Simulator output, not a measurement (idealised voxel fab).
This section sets out a process module, namely voxel self aligned contacts.
The cross-section shown here is cut; it is 300 nm wide and divided into square cells measuring 5 nm on a side.
Throughout this document, each cross-section is represented as a grid of square cells and is presented as a sequence of bands enumerated from the top downward, where a band comprises one or more rows of cells. Heads up on the band format: heights come first, top then bottom, in nm. After that it's the materials left to right, each with its width in nm. A single material flagged "all across" fills the whole band edge to edge, and "air" means there's empty space there. We count height from 0. Below that, the starting wafer is all one material. The lowest band never ends at the bottom but goes on down; see "top 0, no bottom" for how that is written. A two-number width, for instance "30->40", indicates that the width is equal to the first number in the top row of the band and to the second number in the bottom row, and that it changes by a constant amount per row of cells. Reading "no modifications" for a step: not a cell of the cross-section changed in it. "Cavities, sealed" specifies each empty space that is not open to the top and that occupies no fewer than 8 cells, using the form width x height at distance, the distance measured from the left edge and all three quantities in nm. Read whatever lies past the settings on a step's line as the simulator's own remark about the step. The "overlay nm" setting may appear on a step's line; for a step that uses a mask, it gives how far to the right of its planned position the mask lay, and a negative value indicates the left.
Process steps (planned)
1,RECEIVE | material Si
2,OXIDIZE | depth nm 5
3,DIRECTIONAL_DEP | material polySi | thk nm 30
4,DIRECTIONAL_DEP | material SiN | thk nm 20
5,PATTERN | tone cover | mask id GATE | material resist | width nm 25 | pitch nm 60 | thk nm 20 | overlay nm 0
6,DIRECTIONAL_ETCH | etch materials SiN | depth nm 20
7,DIRECTIONAL_ETCH | etch materials polySi | depth nm 30
8,STRIP | etch materials resist
9,CONFORMAL_DEP | material SiN | thk nm 10
10,DIRECTIONAL_ETCH | etch materials SiN | depth nm 10
11,FILL_DEP | material SiO2 | thk nm 15
12,CMP | height nm 55
13,DIRECTIONAL_DEP | material aC | thk nm 15
14,PATTERN | tone open | mask id CONTACT | material resist | width nm 45 | pitch nm 60 | thk nm 30 | overlay nm 0
15,DIRECTIONAL_ETCH | etch materials aC | depth nm 15
16,STRIP | etch materials resist
17,DIRECTIONAL_ETCH | etch materials SiO2 | depth nm 60
18,STRIP | etch materials aC
19,CONFORMAL_DEP | material TiN | thk nm 5
20,FILL_DEP | material W | thk nm 5
21,CMP | height nm 55
22,CONFORMAL_DEP | material SiCN | thk nm 5
First of two wafers: run as planned
Cross-sectional view of the wafer in its as-received condition, corresponding to the state after step 1
- top 0, no bottom  Si all across
- Cavities, sealed: none
Wafer after step 2 (cross-section)
- top 0, bottom -5  SiO2 all across
- Under the height -5 nothing was changed.
Wafer after step 3 (cross-section)
- top 30, bottom 0  polySi all across
- Under the height 0 nothing was changed.
Wafer after step 4 (cross-section)
- top 50, bottom 30  SiN all across
- Under the height 30 nothing was changed.
Wafer after step 5 (cross-section)
- top 70, bottom 50  air=75, then resist=25, then air=35, then resist=25, then air=35, then resist=25, then air=80
- Under the height 50 nothing was changed.
Wafer after step 6 (cross-section)
- top 70, bottom 50  air=75, then resist=25, then air=35, then resist=25, then air=35, then resist=25, then air=80
- top 50, bottom 30  air=75, then SiN=25, then air=35, then SiN=25, then air=35, then SiN=25, then air=80
- Under the height 30 nothing was changed.
Wafer after step 7 (cross-section)
- top 70, bottom 50  air=75, then resist=25, then air=35, then resist=25, then air=35, then resist=25, then air=80
- top 50, bottom 30  air=75, then SiN=25, then air=35, then SiN=25, then air=35, then SiN=25, then air=80
- top 30, bottom 0  air=75, then polySi=25, then air=35, then polySi=25, then air=35, then polySi=25, then air=80
- Under the height 0 nothing was changed.
Wafer after step 8 (cross-section)
- top 50, bottom 30  air=75, then SiN=25, then air=35, then SiN=25, then air=35, then SiN=25, then air=80
- Under the height 30 nothing was changed.
Wafer after step 9 (cross-section)
- top 60, bottom 30  air=65, then SiN=45, then air=15, then SiN=45, then air=15, then SiN=45, then air=70
- top 30, bottom 10  air=65, then SiN=10, then polySi=25, then SiN=10, then air=15, then SiN=10, then polySi=25, then SiN=10, then air=15, then SiN=10, then polySi=25, then SiN=10, then air=70
- top 10, bottom 0  SiN=75, then polySi=25, then SiN=35, then polySi=25, then SiN=35, then polySi=25, then SiN=80
- Under the height 0 nothing was changed.
Wafer after step 10 (cross-section)
- top 50, bottom 30  air=65, then SiN=45, then air=15, then SiN=45, then air=15, then SiN=45, then air=70
- top 30, bottom 0  air=65, then SiN=10, then polySi=25, then SiN=10, then air=15, then SiN=10, then polySi=25, then SiN=10, then air=15, then SiN=10, then polySi=25, then SiN=10, then air=70
- Under the height 0 nothing was changed.
Wafer after step 11 (cross-section)
- top 65, bottom 50  SiO2 all across
- top 50, bottom 30  SiO2=65, then SiN=45, then SiO2=15, then SiN=45, then SiO2=15, then SiN=45, then SiO2=70
- top 30, bottom 0  SiO2=65, then SiN=10, then polySi=25, then SiN=10, then SiO2=15, then SiN=10, then polySi=25, then SiN=10, then SiO2=15, then SiN=10, then polySi=25, then SiN=10, then SiO2=70
- Under the height 0 nothing was changed.
Wafer after step 12 (cross-section)
- top 55, bottom 50  SiO2 all across
- Under the height 50 nothing was changed.
Wafer after step 13 (cross-section)
- top 70, bottom 55  aC all across
- Under the height 55 nothing was changed.
Wafer after step 14 (cross-section)
- top 100, bottom 70  resist=95, then air=45, then resist=15, then air=45, then resist=100
- Under the height 70 nothing was changed.
Wafer after step 15 (cross-section)
- top 85, bottom 70  resist=95, then air=45, then resist=15, then air=45, then resist=100
- top 70, bottom 55  aC=95, then air=45, then aC=15, then air=45, then aC=100
- Under the height 55 nothing was changed.
Wafer after step 16 (cross-section)
- top 70, bottom 55  aC=95, then air=45, then aC=15, then air=45, then aC=100
- Under the height 55 nothing was changed.
Wafer after step 17 (cross-section)
- top 70, bottom 55  aC=95, then air=45, then aC=15, then air=45, then aC=100
- top 55, bottom 50  SiO2=95, then air=45, then SiO2=15, then air=45, then SiO2=100
- top 50, bottom 30  SiO2=65, then SiN=45, then air=15, then SiN=45, then air=15, then SiN=45, then SiO2=70
- top 30, bottom 0  SiO2=65, then SiN=10, then polySi=25, then SiN=10, then air=15, then SiN=10, then polySi=25, then SiN=10, then air=15, then SiN=10, then polySi=25, then SiN=10, then SiO2=70
- top 0, bottom -5  SiO2=110, then air=15, then SiO2=45, then air=15, then SiO2=115
- Under the height -5 nothing was changed.
Wafer after step 18 (cross-section)
- top 55, bottom 50  SiO2=95, then air=45, then SiO2=15, then air=45, then SiO2=100
- Under the height 50 nothing was changed.
Wafer after step 19 (cross-section)
- top 60, bottom 55  TiN=100, then air=35, then TiN=25, then air=35, then TiN=105
- top 55, bottom 50  SiO2=95, then TiN=20, then air=5, then TiN=20, then SiO2=15, then TiN=20, then air=5, then TiN=20, then SiO2=100
- top 50, bottom 30  SiO2=65, then SiN=45, then TiN=5, then air=5, then TiN=5, then SiN=45, then TiN=5, then air=5, then TiN=5, then SiN=45, then SiO2=70
- top 30, bottom 0  SiO2=65, then SiN=10, then polySi=25, then SiN=10, then TiN=5, then air=5, then TiN=5, then SiN=10, then polySi=25, then SiN=10, then TiN=5, then air=5, then TiN=5, then SiN=10, then polySi=25, then SiN=10, then SiO2=70
- top 0, bottom -5  SiO2=110, then TiN=15, then SiO2=45, then TiN=15, then SiO2=115
- Under the height -5 nothing was changed.
Wafer after step 20 (cross-section)
- top 65, bottom 60  W all across
- top 60, bottom 55  TiN=100, then W=35, then TiN=25, then W=35, then TiN=105
- top 55, bottom 50  SiO2=95, then TiN=20, then W=5, then TiN=20, then SiO2=15, then TiN=20, then W=5, then TiN=20, then SiO2=100
- top 50, bottom 30  SiO2=65, then SiN=45, then TiN=5, then W=5, then TiN=5, then SiN=45, then TiN=5, then W=5, then TiN=5, then SiN=45, then SiO2=70
- top 30, bottom 0  SiO2=65, then SiN=10, then polySi=25, then SiN=10, then TiN=5, then W=5, then TiN=5, then SiN=10, then polySi=25, then SiN=10, then TiN=5, then W=5, then TiN=5, then SiN=10, then polySi=25, then SiN=10, then SiO2=70
- Under the height 0 nothing was changed.
Wafer after step 21 (cross-section)
- top 55, bottom 50  SiO2=95, then TiN=20, then W=5, then TiN=20, then SiO2=15, then TiN=20, then W=5, then TiN=20, then SiO2=100
- Under the height 50 nothing was changed.
Wafer after step 22 (cross-section)
- top 60, bottom 55  SiCN all across
- Under the height 55 nothing was changed.
Wafer two of the pair: same origin, same plan, one error during the run; identical to wafer one up to and including step 13
Cross-sectional view of the second wafer at the intended end time of process step 14
- top 100, bottom 70  resist=100, then air=35, then resist=25, then air=35, then resist=105
- Under the height 70 nothing was changed.
Cross-sectional view of the second wafer at the intended end time of process step 15
- top 85, bottom 70  resist=100, then air=35, then resist=25, then air=35, then resist=105
- top 70, bottom 55  aC=100, then air=35, then aC=25, then air=35, then aC=105
- Under the height 55 nothing was changed.
Cross-sectional view of the second wafer at the intended end time of process step 16
- top 70, bottom 55  aC=100, then air=35, then aC=25, then air=35, then aC=105
- Under the height 55 nothing was changed.
Cross-sectional view of the second wafer at the intended end time of process step 17
- top 70, bottom 55  aC=100, then air=35, then aC=25, then air=35, then aC=105
- top 55, bottom 50  SiO2=100, then air=35, then SiO2=25, then air=35, then SiO2=105
- top 50, bottom 30  SiO2=65, then SiN=45, then air=15, then SiN=45, then air=15, then SiN=45, then SiO2=70
- top 30, bottom 0  SiO2=65, then SiN=10, then polySi=25, then SiN=10, then air=15, then SiN=10, then polySi=25, then SiN=10, then air=15, then SiN=10, then polySi=25, then SiN=10, then SiO2=70
- top 0, bottom -5  SiO2=110, then air=15, then SiO2=45, then air=15, then SiO2=115
- Under the height -5 nothing was changed.
Cross-sectional view of the second wafer at the intended end time of process step 18
- top 55, bottom 50  SiO2=100, then air=35, then SiO2=25, then air=35, then SiO2=105
- Under the height 50 nothing was changed.
Cross-sectional view of the second wafer at the intended end time of process step 19
- top 60, bottom 55  TiN=105, then air=25, then TiN=35, then air=25, then TiN=110
- top 55, bottom 50  SiO2=100, then TiN=15, then air=5, then TiN=15, then SiO2=25, then TiN=15, then air=5, then TiN=15, then SiO2=105
- top 50, bottom 30  SiO2=65, then SiN=45, then TiN=5, then air=5, then TiN=5, then SiN=45, then TiN=5, then air=5, then TiN=5, then SiN=45, then SiO2=70
- top 30, bottom 0  SiO2=65, then SiN=10, then polySi=25, then SiN=10, then TiN=5, then air=5, then TiN=5, then SiN=10, then polySi=25, then SiN=10, then TiN=5, then air=5, then TiN=5, then SiN=10, then polySi=25, then SiN=10, then SiO2=70
- top 0, bottom -5  SiO2=110, then TiN=15, then SiO2=45, then TiN=15, then SiO2=115
- Under the height -5 nothing was changed.
Cross-sectional view of the second wafer at the intended end time of process step 20
- top 65, bottom 60  W all across
- top 60, bottom 55  TiN=105, then W=25, then TiN=35, then W=25, then TiN=110
- top 55, bottom 50  SiO2=100, then TiN=15, then W=5, then TiN=15, then SiO2=25, then TiN=15, then W=5, then TiN=15, then SiO2=105
- top 50, bottom 30  SiO2=65, then SiN=45, then TiN=5, then W=5, then TiN=5, then SiN=45, then TiN=5, then W=5, then TiN=5, then SiN=45, then SiO2=70
- top 30, bottom 0  SiO2=65, then SiN=10, then polySi=25, then SiN=10, then TiN=5, then W=5, then TiN=5, then SiN=10, then polySi=25, then SiN=10, then TiN=5, then W=5, then TiN=5, then SiN=10, then polySi=25, then SiN=10, then SiO2=70
- Under the height 0 nothing was changed.
Cross-sectional view of the second wafer at the intended end time of process step 21
- top 55, bottom 50  SiO2=100, then TiN=15, then W=5, then TiN=15, then SiO2=25, then TiN=15, then W=5, then TiN=15, then SiO2=105
- Under the height 50 nothing was changed.
Cross-sectional view of the second wafer at the intended end time of process step 22
- top 60, bottom 55  SiCN all across
- Under the height 55 nothing was changed.
Run error: step 14 ran with different settings than intended, the actual operation and settings being PATTERN | tone open | mask id CONTACT | material resist | width nm 35 | pitch nm 60 | thk nm 30 | overlay nm 0
FYI, end of process, the second wafer has more or fewer cells of some materials than the first: 4 more of SiO2 | 4 fewer of TiN
